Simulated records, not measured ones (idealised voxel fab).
process module | voxel double patterning
cross-section cut | 290 nm wide | cells 5 nm
A cross-section is a grid of square cells, given in bands from the top down. A band is one or more rows of cells.
Each band's line starts with the height of the band's top and of its bottom, in nm. Then come its materials from left to right, each with its width in nm. One material with "throughout" fills the band from edge to edge. "air" is empty space.
Height 0 is the level under which the wafer as received is all one material. The lowest band goes on downwards, as in "0 down".
A width such as "30 to 40" changes by the same amount from each row of cells to the next, from the band's top row to its bottom row.
"no change" after a step means that no cell of the cross-section changed.
closed voids: empty space of 8 cells or more with no open way to the top, each as width x height at its distance from the left edge, in nm
after a step's settings: what the simulator itself notes on the step
overlay nm, on a step with a mask: how far to the right of its planned place the mask lay; to the left if negative
plan
1 op RECEIVE | material Si
2 op CONFORMAL_DEP | material SiO2 | thk nm 5
3 op DIRECTIONAL_DEP | material TiN | thk nm 10
4 op DIRECTIONAL_DEP | material SiCN | thk nm 5
5 op MASKED_ETCH | tone open | mask id FIRST | width nm 15 | pitch nm 50 | etch materials SiCN | depth nm 5 | overlay nm 0
6 op MASKED_ETCH | tone open | mask id SECOND | width nm 15 | pitch nm 50 | etch materials SiCN | depth nm 5 | overlay nm 0
7 op DIRECTIONAL_ETCH | etch materials TiN | depth nm 10
8 op STRIP | etch materials SiCN
first wafer, as planned
as received, after step 1
  0 down: Si throughout
  closed voids: none
after step 2
  5 to 0: SiO2 throughout
  below 0: unchanged
after step 3
  15 to 5: TiN throughout
  below 5: unchanged
after step 4
  20 to 15: SiCN throughout
  below 15: unchanged
after step 5
  20 to 15: SiCN 85 | air 15 | SiCN 35 | air 15 | SiCN 35 | air 15 | SiCN 90
  below 15: unchanged
after step 6
  20 to 15: SiCN 85 | air 15 | SiCN 10 | air 15 | SiCN 10 | air 15 | SiCN 10 | air 15 | SiCN 10 | air 15 | SiCN 90
  below 15: unchanged
after step 7
  20 to 15: SiCN 85 | air 15 | SiCN 10 | air 15 | SiCN 10 | air 15 | SiCN 10 | air 15 | SiCN 10 | air 15 | SiCN 90
  15 to 5: TiN 85 | air 15 | TiN 10 | air 15 | TiN 10 | air 15 | TiN 10 | air 15 | TiN 10 | air 15 | TiN 90
  below 5: unchanged
after step 8
  15 to 5: TiN 85 | air 15 | TiN 10 | air 15 | TiN 10 | air 15 | TiN 10 | air 15 | TiN 10 | air 15 | TiN 90
  below 5: unchanged
second wafer: like start, like plan, one mistake. Through step 1 it matches the first wafer
when step 2 should have ended: no change
when step 3 should have ended
  10 to 0: TiN throughout
  below 0: unchanged
when step 4 should have ended
  15 to 10: SiCN throughout
  below 10: unchanged
when step 5 should have ended
  15 to 10: SiCN 85 | air 15 | SiCN 35 | air 15 | SiCN 35 | air 15 | SiCN 90
  below 10: unchanged
when step 6 should have ended
  15 to 10: SiCN 85 | air 15 | SiCN 10 | air 15 | SiCN 10 | air 15 | SiCN 10 | air 15 | SiCN 10 | air 15 | SiCN 90
  below 10: unchanged
when step 7 should have ended
  15 to 10: SiCN 85 | air 15 | SiCN 10 | air 15 | SiCN 10 | air 15 | SiCN 10 | air 15 | SiCN 10 | air 15 | SiCN 90
  10 to 0: TiN 85 | air 15 | TiN 10 | air 15 | TiN 10 | air 15 | TiN 10 | air 15 | TiN 10 | air 15 | TiN 90
  below 0: unchanged
when step 8 should have ended
  10 to 0: TiN 85 | air 15 | TiN 10 | air 15 | TiN 10 | air 15 | TiN 10 | air 15 | TiN 10 | air 15 | TiN 90
  below 0: unchanged
what went wrong: step 2 was left out
at the end the second wafer has, in cells: 58 fewer of SiO2
